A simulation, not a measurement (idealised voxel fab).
Process module name: voxel wiring stack
For reference, the cross-section in this document is cut, with width 285 nm and square cells of 5 nm.
A cross-section is a grid of square cells, given in bands from the top down. A band is one or more rows of cells. Per band: top height and bottom height in nm, followed by the left-to-right materials and their widths in nm; "everywhere" marks a single material spanning edge to edge, "air" marks empty space. We count height from 0. Below that, the starting wafer is all one material. The lowest band never ends at the bottom but goes on down; see "0 nm and below" for how that is written. Width "30->40": first value at the band's top row of cells, second value at its bottom row, equal change from row to row. Step marked "all unchanged"? Then no cell in the cross-section changed in it. Empty spaces without an open route to the top, at least 8 cells in extent, make up the entry "Voids, sealed"; each is given as width x height at distance, where the distance is measured from the left edge, and all are in nm. Past the settings on a step's line: simulator remark, on that step. overlay nm: where the mask lay relative to plan, measured to the right, on steps with a mask; negatives go left. From here on the document is pairs. In a pair, the cross-section before one process step comes with the cross-section after it, and the latter goes no deeper than the lowest band that changed. What lies in between, the step and its settings, is written under the pair. A pair may be from a different run of this module on the same starting wafer than the pair above it, so it continues from that pair only where its entry headed "Status quo ante" says so.

-- Status quo ante
    150 nm to 135 nm: lowk=70  Ru=15  lowk=65  Ru=15  lowk=120
    135 nm to 130 nm: SiCN=70  Ru=15  SiCN=65  Ru=15  SiCN=120
    130 nm to 110 nm: lowk=70  TiN=5  W=15  TiN=5  lowk=15  TiN=5  W=15  TiN=5  lowk=15  TiN=5  W=15  TiN=5  lowk=15  TiN=5  W=15  TiN=5  lowk=70
    110 nm to 105 nm: SiN=70  TiN=25  SiN=15  TiN=25  SiN=15  TiN=25  SiN=15  TiN=25  SiN=70
    105 nm to 95 nm: SiO2=70  SiN=5  TiN=5  SiN=5  SiO2=25  SiN=5  TiN=5  SiN=5  SiO2=25  SiN=5  TiN=5  SiN=5  SiO2=25  SiN=5  TiN=5  SiN=5  SiO2=80
    95 nm to 90 nm: SiCN=70  SiN=5  TiN=5  SiN=5  SiCN=25  SiN=5  TiN=5  SiN=5  SiCN=25  SiN=5  TiN=5  SiN=5  SiCN=25  SiN=5  TiN=5  SiN=5  SiCN=80
    90 nm to 55 nm: lowk everywhere
    55 nm to 50 nm: SiCN everywhere
    50 nm to 45 nm: SiCN=65  Ru=35  SiCN=5  Ru=35  SiCN=5  Ru=35  SiCN=5  Ru=35  SiCN=65
    45 nm to 20 nm: SiO2=70  TiN=5  Ru=15  TiN=5  SiO2=15  TiN=5  Ru=15  TiN=5  SiO2=15  TiN=5  Ru=15  TiN=5  SiO2=15  TiN=5  Ru=15  TiN=5  SiO2=70
    20 nm to 15 nm: SiCN=70  TiN=25  SiCN=15  TiN=25  SiCN=15  TiN=25  SiCN=15  TiN=25  SiCN=70
    15 nm to 0 nm: SiO2 everywhere
    0 nm and below: Si everywhere
    Voids, sealed: none

-- Step Result
    155 nm to 150 nm: TiN everywhere
    No changes below 150.
    Voids, sealed: none
What sits between those two cross-sections? DIRECTIONAL_DEP [material TiN] [thk nm 5]

Status quo ante: The prior state of this step coincides with the post-step cross-section of the pair just above.

-- Step Result
    170 nm to 155 nm: Ru everywhere
    No changes below 155.
    Voids, sealed: none
What sits between those two cross-sections? DIRECTIONAL_DEP [material Ru] [thk nm 15]

Status quo ante: The prior state of this step coincides with the post-step cross-section of the pair just above.

-- Step Result
    170 nm to 155 nm: air=70  Ru=25  air=15  Ru=25  air=15  Ru=25  air=15  Ru=25  air=70
    No changes below 155.
    Voids, sealed: none
What sits between those two cross-sections? MASKED_ETCH [tone cover] [mask id METAL_4] [width nm 25] [pitch nm 40] [etch materials Ru] [depth nm 15] [overlay nm 0]

Status quo ante: The prior state of this step coincides with the post-step cross-section of the pair just above.

-- Step Result
    170 nm to 155 nm: air=70  Ru=25  air=15  Ru=25  air=15  Ru=25  air=15  Ru=25  air=70
    155 nm to 150 nm: air=70  TiN=25  air=15  TiN=25  air=15  TiN=25  air=15  TiN=25  air=70
    No changes below 150.
    Voids, sealed: none
What sits between those two cross-sections? MASKED_ETCH [tone cover] [mask id METAL_4] [width nm 25] [pitch nm 40] [etch materials TiN] [depth nm 5] [overlay nm 0]

Status quo ante: The prior state of this step coincides with the post-step cross-section of the pair just above.

-- Step Result
    175 nm to 170 nm: air=65  SiCN=35  air=5  SiCN=35  air=5  SiCN=35  air=5  SiCN=35  air=65
    170 nm to 155 nm: air=65  SiCN=5  Ru=25  SiCN=5  air=5  SiCN=5  Ru=25  SiCN=5  air=5  SiCN=5  Ru=25  SiCN=5  air=5  SiCN=5  Ru=25  SiCN=5  air=65
    155 nm to 150 nm: SiCN=70  TiN=25  SiCN=15  TiN=25  SiCN=15  TiN=25  SiCN=15  TiN=25  SiCN=70
    No changes below 150.
    Voids, sealed: none
What sits between those two cross-sections? CONFORMAL_DEP [material SiCN] [thk nm 5]

Status quo ante: The prior state of this step coincides with the post-step cross-section of the pair just above.

-- Step Result
    185 nm to 175 nm: lowk everywhere
    175 nm to 170 nm: lowk=65  SiCN=35  lowk=5  SiCN=35  lowk=5  SiCN=35  lowk=5  SiCN=35  lowk=65
    170 nm to 155 nm: lowk=65  SiCN=5  Ru=25  SiCN=5  lowk=5  SiCN=5  Ru=25  SiCN=5  lowk=5  SiCN=5  Ru=25  SiCN=5  lowk=5  SiCN=5  Ru=25  SiCN=5  lowk=65
    No changes below 155.
    Voids, sealed: none
What sits between those two cross-sections? FILL_DEP [material lowk] [thk nm 10]

Status quo ante: The prior state of this step coincides with the post-step cross-section of the pair just above.

-- Step Result
    170 nm to 155 nm: lowk=65  SiCN=5  Ru=25  SiCN=5  lowk=5  SiCN=5  Ru=25  SiCN=5  lowk=5  SiCN=5  Ru=25  SiCN=5  lowk=5  SiCN=5  Ru=25  SiCN=5  lowk=65
    No changes below 155.
    Voids, sealed: none
What sits between those two cross-sections? CMP [height nm 170]

Status quo ante: The prior state of this step coincides with the post-step cross-section of the pair just above.

-- Step Result
    175 nm to 170 nm: SiCN everywhere
    No changes below 170.
    Voids, sealed: none
What sits between those two cross-sections? CONFORMAL_DEP [material SiCN] [thk nm 5]

-- Status quo ante
    50 nm to 45 nm: air=65  Ru=35  air=5  Ru=35  air=5  Ru=35  air=5  Ru=35  air=65
    45 nm to 20 nm: SiO2=70  TiN=5  Ru=15  TiN=5  SiO2=15  TiN=5  Ru=15  TiN=5  SiO2=15  TiN=5  Ru=15  TiN=5  SiO2=15  TiN=5  Ru=15  TiN=5  SiO2=70
    20 nm to 15 nm: SiCN=70  TiN=25  SiCN=15  TiN=25  SiCN=15  TiN=25  SiCN=15  TiN=25  SiCN=70
    15 nm to 0 nm: SiO2 everywhere
    0 nm and below: Si everywhere
    Voids, sealed: none

-- Step Result
    85 nm to 80 nm: air=65  lowk=35  air=5  lowk=35  air=5  lowk=35  air=5  lowk=35  air=65
    80 nm to 50 nm: lowk everywhere
    50 nm to 45 nm: lowk=65  Ru=35  lowk=5  Ru=35  lowk=5  Ru=35  lowk=5  Ru=35  lowk=65
    No changes below 45.
    Voids, sealed: none
What sits between those two cross-sections? DIRECTIONAL_DEP [material lowk] [thk nm 35]

Status quo ante: The prior state of this step coincides with the post-step cross-section of the pair just above.

-- Step Result
    90 nm to 85 nm: SiCN everywhere
    85 nm to 80 nm: SiCN=65  lowk=35  SiCN=5  lowk=35  SiCN=5  lowk=35  SiCN=5  lowk=35  SiCN=65
    No changes below 80.
    Voids, sealed: none
What sits between those two cross-sections? FILL_DEP [material SiCN] [thk nm 5]

Status quo ante: The prior state of this step coincides with the post-step cross-section of the pair just above.

-- Step Result
    90 nm to 85 nm: SiCN=70  air=15  SiCN=65  air=15  SiCN=120
    No changes below 85.
    Voids, sealed: none
What sits between those two cross-sections? MASKED_ETCH [tone open] [mask id METAL_2_HOLES] [width nm 15] [pitch nm 80] [etch materials SiCN] [depth nm 5] [overlay nm 0]

Status quo ante: The prior state of this step coincides with the post-step cross-section of the pair just above.

-- Step Result
    95 nm to 90 nm: TiN=75  air=5  TiN=75  air=5  TiN=125
    90 nm to 85 nm: SiCN=70  TiN=15  SiCN=65  TiN=15  SiCN=120
    No changes below 85.
    Voids, sealed: none
What sits between those two cross-sections? CONFORMAL_DEP [material TiN] [thk nm 5]

Status quo ante: The prior state of this step coincides with the post-step cross-section of the pair just above.

-- Step Result
    100 nm to 95 nm: Cu everywhere
    95 nm to 90 nm: TiN=75  Cu=5  TiN=75  Cu=5  TiN=125
    No changes below 90.
    Voids, sealed: none
What sits between those two cross-sections? FILL_DEP [material Cu] [thk nm 5]

Status quo ante: The prior state of this step coincides with the post-step cross-section of the pair just above.

-- Step Result
    90 nm to 85 nm: SiCN=70  TiN=15  SiCN=65  TiN=15  SiCN=120
    No changes below 85.
    Voids, sealed: none
What sits between those two cross-sections? CMP [height nm 90]

Status quo ante: The prior state of this step coincides with the post-step cross-section of the pair just above.

-- Step Result
    95 nm to 90 nm: SiCN everywhere
    No changes below 90.
    Voids, sealed: none
What sits between those two cross-sections? CONFORMAL_DEP [material SiCN] [thk nm 5]

Status quo ante: The prior state of this step coincides with the post-step cross-section of the pair just above.

-- Step Result
    105 nm to 95 nm: SiO2 everywhere
    No changes below 95.
    Voids, sealed: none
What sits between those two cross-sections? DIRECTIONAL_DEP [material SiO2] [thk nm 10]

Status quo ante: The prior state of this step coincides with the post-step cross-section of the pair just above.

-- Step Result
    120 nm to 105 nm: aC everywhere
    No changes below 105.
    Voids, sealed: none
What sits between those two cross-sections? DIRECTIONAL_DEP [material aC] [thk nm 15]

Status quo ante: The prior state of this step coincides with the post-step cross-section of the pair just above.

-- Step Result
    155 nm to 120 nm: resist=70  air=15  resist=25  air=15  resist=25  air=15  resist=25  air=15  resist=80
    No changes below 120.
    Voids, sealed: none
What sits between those two cross-sections? PATTERN [tone open] [mask id PLUG_2] [material resist] [width nm 15] [pitch nm 40] [thk nm 35] [overlay nm 0]

Status quo ante: The prior state of this step coincides with the post-step cross-section of the pair just above.

-- Step Result
    140 nm to 120 nm: resist=70  air=15  resist=25  air=15  resist=25  air=15  resist=25  air=15  resist=80
    120 nm to 105 nm: aC=70  air=15  aC=25  air=15  aC=25  air=15  aC=25  air=15  aC=80
    No changes below 105.
    Voids, sealed: none
What sits between those two cross-sections? DIRECTIONAL_ETCH [etch materials aC] [depth nm 15]

Status quo ante: The prior state of this step coincides with the post-step cross-section of the pair just above.

-- Step Result
    120 nm to 105 nm: aC=70  air=15  aC=25  air=15  aC=25  air=15  aC=25  air=15  aC=80
    No changes below 105.
    Voids, sealed: none
What sits between those two cross-sections? STRIP [etch materials resist]

Status quo ante: The prior state of this step coincides with the post-step cross-section of the pair just above.

-- Step Result
    120 nm to 105 nm: aC=70  air=15  aC=25  air=15  aC=25  air=15  aC=25  air=15  aC=80
    105 nm to 95 nm: SiO2=70  air=15  SiO2=25  air=15  SiO2=25  air=15  SiO2=25  air=15  SiO2=80
    No changes below 95.
    Voids, sealed: none
What sits between those two cross-sections? DIRECTIONAL_ETCH [etch materials SiO2] [depth nm 10]

Status quo ante: The prior state of this step coincides with the post-step cross-section of the pair just above.

-- Step Result
    120 nm to 105 nm: aC=70  air=15  aC=25  air=15  aC=25  air=15  aC=25  air=15  aC=80
    105 nm to 95 nm: SiO2=70  air=15  SiO2=25  air=15  SiO2=25  air=15  SiO2=25  air=15  SiO2=80
    95 nm to 90 nm: SiCN=70  air=15  SiCN=25  air=15  SiCN=25  air=15  SiCN=25  air=15  SiCN=80
    No changes below 90.
    Voids, sealed: none
What sits between those two cross-sections? DIRECTIONAL_ETCH [etch materials SiCN] [depth nm 5]

Status quo ante: The prior state of this step coincides with the post-step cross-section of the pair just above.

-- Step Result
    105 nm to 95 nm: SiO2=70  air=15  SiO2=25  air=15  SiO2=25  air=15  SiO2=25  air=15  SiO2=80
    No changes below 95.
    Voids, sealed: none
What sits between those two cross-sections? STRIP [etch materials aC]

Status quo ante: The prior state of this step coincides with the post-step cross-section of the pair just above.

-- Step Result
    105 nm to 100 nm: SiO2=70  air=15  SiO2=25  air=15  SiO2=25  air=15  SiO2=25  air=15  SiO2=80
    100 nm to 95 nm: SiO2=70  Ru=15  SiO2=25  air=15  SiO2=25  Ru=15  SiO2=25  air=15  SiO2=80
    95 nm to 90 nm: SiCN=70  Ru=15  SiCN=25  air=15  SiCN=25  Ru=15  SiCN=25  air=15  SiCN=80
    No changes below 90.
    Voids, sealed: none
What sits between those two cross-sections? EPI [material Ru] [thk nm 10]

Status quo ante: The prior state of this step coincides with the post-step cross-section of the pair just above.

-- Step Result
    105 nm to 95 nm: SiO2=70  Ru=15  SiO2=25  air=15  SiO2=25  Ru=15  SiO2=25  air=15  SiO2=80
    No changes below 95.
    Voids, sealed: none
What sits between those two cross-sections? EPI [material Ru] [thk nm 5]

Status quo ante: The prior state of this step coincides with the post-step cross-section of the pair just above.

-- Step Result
    110 nm to 105 nm: SiN=115  air=5  SiN=75  air=5  SiN=85
    105 nm to 95 nm: SiO2=70  Ru=15  SiO2=25  SiN=5  air=5  SiN=5  SiO2=25  Ru=15  SiO2=25  SiN=5  air=5  SiN=5  SiO2=80
    95 nm to 90 nm: SiCN=70  Ru=15  SiCN=25  SiN=15  SiCN=25  Ru=15  SiCN=25  SiN=15  SiCN=80
    No changes below 90.
    Voids, sealed: none
What sits between those two cross-sections? CONFORMAL_DEP [material SiN] [thk nm 5]

Status quo ante: The prior state of this step coincides with the post-step cross-section of the pair just above.

-- Step Result
    130 nm to 115 nm: lowk=115  air=5  lowk=75  air=5  lowk=85
    115 nm to 110 nm: lowk everywhere
    110 nm to 105 nm: SiN=115  lowk=5  SiN=75  lowk=5  SiN=85
    105 nm to 95 nm: SiO2=70  Ru=15  SiO2=25  SiN=5  lowk=5  SiN=5  SiO2=25  Ru=15  SiO2=25  SiN=5  lowk=5  SiN=5  SiO2=80
    No changes below 95.
    Voids, sealed: none
What sits between those two cross-sections? DIRECTIONAL_DEP [material lowk] [thk nm 20]

Status quo ante: The prior state of this step coincides with the post-step cross-section of the pair just above.

-- Step Result
    140 nm to 130 nm: aC=115  air=5  aC=75  air=5  aC=85
    130 nm to 125 nm: lowk=115  air=5  lowk=75  air=5  lowk=85
    125 nm to 115 nm: lowk=115  aC=5  lowk=75  aC=5  lowk=85
    No changes below 115.
    Voids, sealed: none
What sits between those two cross-sections? DIRECTIONAL_DEP [material aC] [thk nm 10]

Status quo ante: The prior state of this step coincides with the post-step cross-section of the pair just above.

-- Step Result
    170 nm to 140 nm: resist=70  air=25  resist=15  air=25  resist=15  air=25  resist=15  air=25  resist=70
    No changes below 140.
    Voids, sealed: none
What sits between those two cross-sections? PATTERN [tone open] [mask id METAL_3] [material resist] [width nm 25] [pitch nm 40] [thk nm 30] [overlay nm 0]

Status quo ante: The prior state of this step coincides with the post-step cross-section of the pair just above.

-- Step Result
    160 nm to 140 nm: resist=70  air=25  resist=15  air=25  resist=15  air=25  resist=15  air=25  resist=70
    140 nm to 130 nm: aC=70  air=25  aC=15  air=25  aC=15  air=25  aC=15  air=25  aC=70
    130 nm to 115 nm: lowk=115  air=5  lowk=75  air=5  lowk=85
    No changes below 115.
    Voids, sealed: none
What sits between those two cross-sections? DIRECTIONAL_ETCH [etch materials aC] [depth nm 10]

Status quo ante: The prior state of this step coincides with the post-step cross-section of the pair just above.

-- Step Result
    140 nm to 130 nm: aC=70  air=25  aC=15  air=25  aC=15  air=25  aC=15  air=25  aC=70
    No changes below 130.
    Voids, sealed: none
What sits between those two cross-sections? STRIP [etch materials resist]

Status quo ante: The prior state of this step coincides with the post-step cross-section of the pair just above.

-- Step Result
    140 nm to 130 nm: aC=70  air=25  aC=15  air=25  aC=15  air=25  aC=15  air=25  aC=70
    130 nm to 110 nm: lowk=70  air=25  lowk=15  air=25  lowk=15  air=25  lowk=15  air=25  lowk=70
    110 nm to 105 nm: SiN=115  air=5  SiN=75  air=5  SiN=85
    105 nm to 95 nm: SiO2=70  Ru=15  SiO2=25  SiN=5  air=5  SiN=5  SiO2=25  Ru=15  SiO2=25  SiN=5  air=5  SiN=5  SiO2=80
    No changes below 95.
    Voids, sealed: none
What sits between those two cross-sections? DIRECTIONAL_ETCH [etch materials lowk] [depth nm 20]

Status quo ante: The prior state of this step coincides with the post-step cross-section of the pair just above.

-- Step Result
    140 nm to 130 nm: aC=70  air=25  aC=15  air=25  aC=15  air=25  aC=15  air=25  aC=70
    130 nm to 110 nm: lowk=70  air=25  lowk=15  air=25  lowk=15  air=25  lowk=15  air=25  lowk=70
    110 nm to 105 nm: SiN=70  air=25  SiN=15  air=25  SiN=15  air=25  SiN=15  air=25  SiN=70
    105 nm to 95 nm: SiO2=70  Ru=15  SiO2=25  SiN=5  air=5  SiN=5  SiO2=25  Ru=15  SiO2=25  SiN=5  air=5  SiN=5  SiO2=80
    95 nm to 90 nm: SiCN=70  Ru=15  SiCN=25  SiN=5  air=5  SiN=5  SiCN=25  Ru=15  SiCN=25  SiN=5  air=5  SiN=5  SiCN=80
    No changes below 90.
    Voids, sealed: none
What sits between those two cross-sections? DIRECTIONAL_ETCH [etch materials SiN] [depth nm 5]

Status quo ante: The prior state of this step coincides with the post-step cross-section of the pair just above.

-- Step Result
    130 nm to 110 nm: lowk=70  air=25  lowk=15  air=25  lowk=15  air=25  lowk=15  air=25  lowk=70
    No changes below 110.
    Voids, sealed: none
What sits between those two cross-sections? STRIP [etch materials aC]

Status quo ante: The prior state of this step coincides with the post-step cross-section of the pair just above.

-- Step Result
    135 nm to 130 nm: TiN=75  air=15  TiN=25  air=15  TiN=25  air=15  TiN=25  air=15  TiN=75
    130 nm to 110 nm: lowk=70  TiN=5  air=15  TiN=5  lowk=15  TiN=5  air=15  TiN=5  lowk=15  TiN=5  air=15  TiN=5  lowk=15  TiN=5  air=15  TiN=5  lowk=70
    110 nm to 105 nm: SiN=70  TiN=25  SiN=15  TiN=25  SiN=15  TiN=25  SiN=15  TiN=25  SiN=70
    105 nm to 95 nm: SiO2=70  Ru=15  SiO2=25  SiN=5  TiN=5  SiN=5  SiO2=25  Ru=15  SiO2=25  SiN=5  TiN=5  SiN=5  SiO2=80
    95 nm to 90 nm: SiCN=70  Ru=15  SiCN=25  SiN=5  TiN=5  SiN=5  SiCN=25  Ru=15  SiCN=25  SiN=5  TiN=5  SiN=5  SiCN=80
    No changes below 90.
    Voids, sealed: none
What sits between those two cross-sections? CONFORMAL_DEP [material TiN] [thk nm 5]

Status quo ante: The prior state of this step coincides with the post-step cross-section of the pair just above.

-- Step Result
    145 nm to 135 nm: W everywhere
    135 nm to 130 nm: TiN=75  W=15  TiN=25  W=15  TiN=25  W=15  TiN=25  W=15  TiN=75
    130 nm to 110 nm: lowk=70  TiN=5  W=15  TiN=5  lowk=15  TiN=5  W=15  TiN=5  lowk=15  TiN=5  W=15  TiN=5  lowk=15  TiN=5  W=15  TiN=5  lowk=70
    No changes below 110.
    Voids, sealed: none
What sits between those two cross-sections? FILL_DEP [material W] [thk nm 10]

Status quo ante: The prior state of this step coincides with the post-step cross-section of the pair just above.

-- Step Result
    130 nm to 110 nm: lowk=70  TiN=5  W=15  TiN=5  lowk=15  TiN=5  W=15  TiN=5  lowk=15  TiN=5  W=15  TiN=5  lowk=15  TiN=5  W=15  TiN=5  lowk=70
    No changes below 110.
    Voids, sealed: none
What sits between those two cross-sections? CMP [height nm 130]

Status quo ante: The prior state of this step coincides with the post-step cross-section of the pair just above.

-- Step Result
    135 nm to 130 nm: SiCN everywhere
    No changes below 130.
    Voids, sealed: none
What sits between those two cross-sections? CONFORMAL_DEP [material SiCN] [thk nm 5]

Status quo ante: The prior state of this step coincides with the post-step cross-section of the pair just above.

-- Step Result
    150 nm to 135 nm: lowk everywhere
    No changes below 135.
    Voids, sealed: none
What sits between those two cross-sections? DIRECTIONAL_DEP [material lowk] [thk nm 15]

Status quo ante: The prior state of this step coincides with the post-step cross-section of the pair just above.

-- Step Result
    165 nm to 150 nm: aC everywhere
    No changes below 150.
    Voids, sealed: none
What sits between those two cross-sections? DIRECTIONAL_DEP [material aC] [thk nm 15]

Status quo ante: The prior state of this step coincides with the post-step cross-section of the pair just above.

-- Step Result
    200 nm to 165 nm: resist=70  air=15  resist=65  air=15  resist=120
    No changes below 165.
    Voids, sealed: none
What sits between those two cross-sections? PATTERN [tone open] [mask id PLUG_3] [material resist] [width nm 15] [pitch nm 80] [thk nm 35] [overlay nm 0]

Status quo ante: The prior state of this step coincides with the post-step cross-section of the pair just above.

-- Step Result
    185 nm to 165 nm: resist=70  air=15  resist=65  air=15  resist=120
    165 nm to 150 nm: aC=70  air=15  aC=65  air=15  aC=120
    No changes below 150.
    Voids, sealed: none
What sits between those two cross-sections? DIRECTIONAL_ETCH [etch materials aC] [depth nm 15]

Status quo ante: The prior state of this step coincides with the post-step cross-section of the pair just above.

-- Step Result
    165 nm to 150 nm: aC=70  air=15  aC=65  air=15  aC=120
    No changes below 150.
    Voids, sealed: none
What sits between those two cross-sections? STRIP [etch materials resist]

Status quo ante: The prior state of this step coincides with the post-step cross-section of the pair just above.

-- Step Result
    165 nm to 150 nm: aC=70  air=15  aC=65  air=15  aC=120
    150 nm to 135 nm: lowk=70  air=15  lowk=65  air=15  lowk=120
    No changes below 135.
    Voids, sealed: none
What sits between those two cross-sections? DIRECTIONAL_ETCH [etch materials lowk] [depth nm 15]

Status quo ante: The prior state of this step coincides with the post-step cross-section of the pair just above.

-- Step Result
    165 nm to 150 nm: aC=70  air=15  aC=65  air=15  aC=120
    150 nm to 135 nm: lowk=70  air=15  lowk=65  air=15  lowk=120
    135 nm to 130 nm: SiCN=70  air=15  SiCN=65  air=15  SiCN=120
    No changes below 130.
    Voids, sealed: none
What sits between those two cross-sections? DIRECTIONAL_ETCH [etch materials SiCN] [depth nm 5]

Status quo ante: The prior state of this step coincides with the post-step cross-section of the pair just above.

-- Step Result
    150 nm to 135 nm: lowk=70  air=15  lowk=65  air=15  lowk=120
    No changes below 135.
    Voids, sealed: none
What sits between those two cross-sections? STRIP [etch materials aC]

Status quo ante: The prior state of this step coincides with the post-step cross-section of the pair just above.

-- Step Result
    150 nm to 140 nm: lowk=70  air=15  lowk=65  air=15  lowk=120
    140 nm to 135 nm: lowk=70  Ru=15  lowk=65  Ru=15  lowk=120
    135 nm to 130 nm: SiCN=70  Ru=15  SiCN=65  Ru=15  SiCN=120
    No changes below 130.
    Voids, sealed: none
What sits between those two cross-sections? EPI [material Ru] [thk nm 10]

Status quo ante: The prior state of this step coincides with the post-step cross-section of the pair just above.

-- Step Result
    150 nm to 135 nm: lowk=70  Ru=15  lowk=65  Ru=15  lowk=120
    No changes below 135.
    Voids, sealed: none
What sits between those two cross-sections? EPI [material Ru] [thk nm 10]

Status quo ante: The prior state of this step coincides with the post-step cross-section of the pair just above.

-- Step Result
    155 nm to 150 nm: TiN everywhere
    No changes below 150.
    Voids, sealed: none
What sits between those two cross-sections? DIRECTIONAL_DEP [material TiN] [thk nm 5]

Status quo ante: The prior state of this step coincides with the post-step cross-section of the pair just above.

-- Step Result
    170 nm to 155 nm: Ru everywhere
    No changes below 155.
    Voids, sealed: none
What sits between those two cross-sections? DIRECTIONAL_DEP [material Ru] [thk nm 15]

Status quo ante: The prior state of this step coincides with the post-step cross-section of the pair just above.

-- Step Result
    170 nm to 155 nm: air=70  Ru=25  air=15  Ru=25  air=15  Ru=25  air=15  Ru=25  air=70
    No changes below 155.
    Voids, sealed: none
What sits between those two cross-sections? MASKED_ETCH [tone cover] [mask id METAL_4] [width nm 25] [pitch nm 40] [etch materials Ru] [depth nm 15] [overlay nm 0]

Status quo ante: The prior state of this step coincides with the post-step cross-section of the pair just above.

-- Step Result
    170 nm to 155 nm: air=70  Ru=25  air=15  Ru=25  air=15  Ru=25  air=15  Ru=25  air=70
    155 nm to 150 nm: air=70  TiN=25  air=15  TiN=25  air=15  TiN=25  air=15  TiN=25  air=70
    No changes below 150.
    Voids, sealed: none
What sits between those two cross-sections? MASKED_ETCH [tone cover] [mask id METAL_4] [width nm 25] [pitch nm 40] [etch materials TiN] [depth nm 5] [overlay nm 0]

Status quo ante: The prior state of this step coincides with the post-step cross-section of the pair just above.

-- Step Result
    175 nm to 170 nm: air=65  SiCN=35  air=5  SiCN=35  air=5  SiCN=35  air=5  SiCN=35  air=65
    170 nm to 155 nm: air=65  SiCN=5  Ru=25  SiCN=5  air=5  SiCN=5  Ru=25  SiCN=5  air=5  SiCN=5  Ru=25  SiCN=5  air=5  SiCN=5  Ru=25  SiCN=5  air=65
    155 nm to 150 nm: SiCN=70  TiN=25  SiCN=15  TiN=25  SiCN=15  TiN=25  SiCN=15  TiN=25  SiCN=70
    No changes below 150.
    Voids, sealed: none
What sits between those two cross-sections? CONFORMAL_DEP [material SiCN] [thk nm 5]

Status quo ante: The prior state of this step coincides with the post-step cross-section of the pair just above.

-- Step Result
    185 nm to 175 nm: lowk everywhere
    175 nm to 170 nm: lowk=65  SiCN=35  lowk=5  SiCN=35  lowk=5  SiCN=35  lowk=5  SiCN=35  lowk=65
    170 nm to 155 nm: lowk=65  SiCN=5  Ru=25  SiCN=5  lowk=5  SiCN=5  Ru=25  SiCN=5  lowk=5  SiCN=5  Ru=25  SiCN=5  lowk=5  SiCN=5  Ru=25  SiCN=5  lowk=65
    No changes below 155.
    Voids, sealed: none
What sits between those two cross-sections? FILL_DEP [material lowk] [thk nm 10]

Status quo ante: The prior state of this step coincides with the post-step cross-section of the pair just above.

-- Step Result
    170 nm to 155 nm: lowk=65  SiCN=5  Ru=25  SiCN=5  lowk=5  SiCN=5  Ru=25  SiCN=5  lowk=5  SiCN=5  Ru=25  SiCN=5  lowk=5  SiCN=5  Ru=25  SiCN=5  lowk=65
    No changes below 155.
    Voids, sealed: none
What sits between those two cross-sections? CMP [height nm 170]

Status quo ante: The prior state of this step coincides with the post-step cross-section of the pair just above.

-- Step Result
    175 nm to 170 nm: SiCN everywhere
    No changes below 170.
    Voids, sealed: none
What sits between those two cross-sections? CONFORMAL_DEP [material SiCN] [thk nm 5]

-- Status quo ante
    155 nm to 150 nm: TiN everywhere
    150 nm to 135 nm: lowk=70  Ru=15  lowk=65  Ru=15  lowk=120
    135 nm to 130 nm: SiCN=70  Ru=15  SiCN=65  Ru=15  SiCN=120
    130 nm to 110 nm: lowk=70  TiN=5  W=15  TiN=5  lowk=15  TiN=5  W=15  TiN=5  lowk=15  TiN=5  W=15  TiN=5  lowk=15  TiN=5  W=15  TiN=5  lowk=70
    110 nm to 105 nm: SiN=70  TiN=25  SiN=15  TiN=25  SiN=15  TiN=25  SiN=15  TiN=25  SiN=70
    105 nm to 95 nm: SiO2=70  Ru=15  SiO2=25  Ru=15  SiO2=25  Ru=15  SiO2=25  Ru=15  SiO2=80
    95 nm to 90 nm: SiCN=70  Ru=15  SiCN=25  Ru=15  SiCN=25  Ru=15  SiCN=25  Ru=15  SiCN=80
    90 nm to 75 nm: lowk=70  TiN=5  Cu=15  TiN=5  lowk=15  TiN=5  Cu=15  TiN=5  lowk=15  TiN=5  Cu=15  TiN=5  lowk=15  TiN=5  Cu=15  TiN=5  lowk=70
    75 nm to 70 nm: lowk=70  TiN=5  Cu=5  TiN=15  lowk=15  TiN=25  lowk=15  TiN=5  Cu=5  TiN=15  lowk=15  TiN=25  lowk=70
    70 nm to 55 nm: lowk=70  TiN=5  Cu=5  TiN=5  lowk=65  TiN=5  Cu=5  TiN=5  lowk=120
    55 nm to 50 nm: SiCN=70  TiN=15  SiCN=65  TiN=15  SiCN=120
    50 nm to 45 nm: SiCN=65  Ru=35  SiCN=5  Ru=35  SiCN=5  Ru=35  SiCN=5  Ru=35  SiCN=65
    45 nm to 20 nm: SiO2=70  TiN=5  Ru=15  TiN=5  SiO2=15  TiN=5  Ru=15  TiN=5  SiO2=15  TiN=5  Ru=15  TiN=5  SiO2=15  TiN=5  Ru=15  TiN=5  SiO2=70
    20 nm to 15 nm: SiCN=70  TiN=25  SiCN=15  TiN=25  SiCN=15  TiN=25  SiCN=15  TiN=25  SiCN=70
    15 nm to 0 nm: SiO2 everywhere
    0 nm and below: Si everywhere
    Voids, sealed: none

-- Step Result
    165 nm to 155 nm: Ru everywhere
    No changes below 155.
    Voids, sealed: none
What sits between those two cross-sections? DIRECTIONAL_DEP [material Ru] [thk nm 10]

Status quo ante: The prior state of this step coincides with the post-step cross-section of the pair just above.

-- Step Result
    165 nm to 155 nm: air=70  Ru=25  air=15  Ru=25  air=15  Ru=25  air=15  Ru=25  air=70
    No changes below 155.
    Voids, sealed: none
What sits between those two cross-sections? MASKED_ETCH [tone cover] [mask id METAL_4] [width nm 25] [pitch nm 40] [etch materials Ru] [depth nm 15] [overlay nm 0]

Status quo ante: The prior state of this step coincides with the post-step cross-section of the pair just above.

-- Step Result
    165 nm to 155 nm: air=70  Ru=25  air=15  Ru=25  air=15  Ru=25  air=15  Ru=25  air=70
    155 nm to 150 nm: air=70  TiN=25  air=15  TiN=25  air=15  TiN=25  air=15  TiN=25  air=70
    No changes below 150.
    Voids, sealed: none
What sits between those two cross-sections? MASKED_ETCH [tone cover] [mask id METAL_4] [width nm 25] [pitch nm 40] [etch materials TiN] [depth nm 5] [overlay nm 0]

Status quo ante: The prior state of this step coincides with the post-step cross-section of the pair just above.

-- Step Result
    170 nm to 165 nm: air=65  SiCN=35  air=5  SiCN=35  air=5  SiCN=35  air=5  SiCN=35  air=65
    165 nm to 155 nm: air=65  SiCN=5  Ru=25  SiCN=5  air=5  SiCN=5  Ru=25  SiCN=5  air=5  SiCN=5  Ru=25  SiCN=5  air=5  SiCN=5  Ru=25  SiCN=5  air=65
    155 nm to 150 nm: SiCN=70  TiN=25  SiCN=15  TiN=25  SiCN=15  TiN=25  SiCN=15  TiN=25  SiCN=70
    No changes below 150.
    Voids, sealed: none
What sits between those two cross-sections? CONFORMAL_DEP [material SiCN] [thk nm 5]
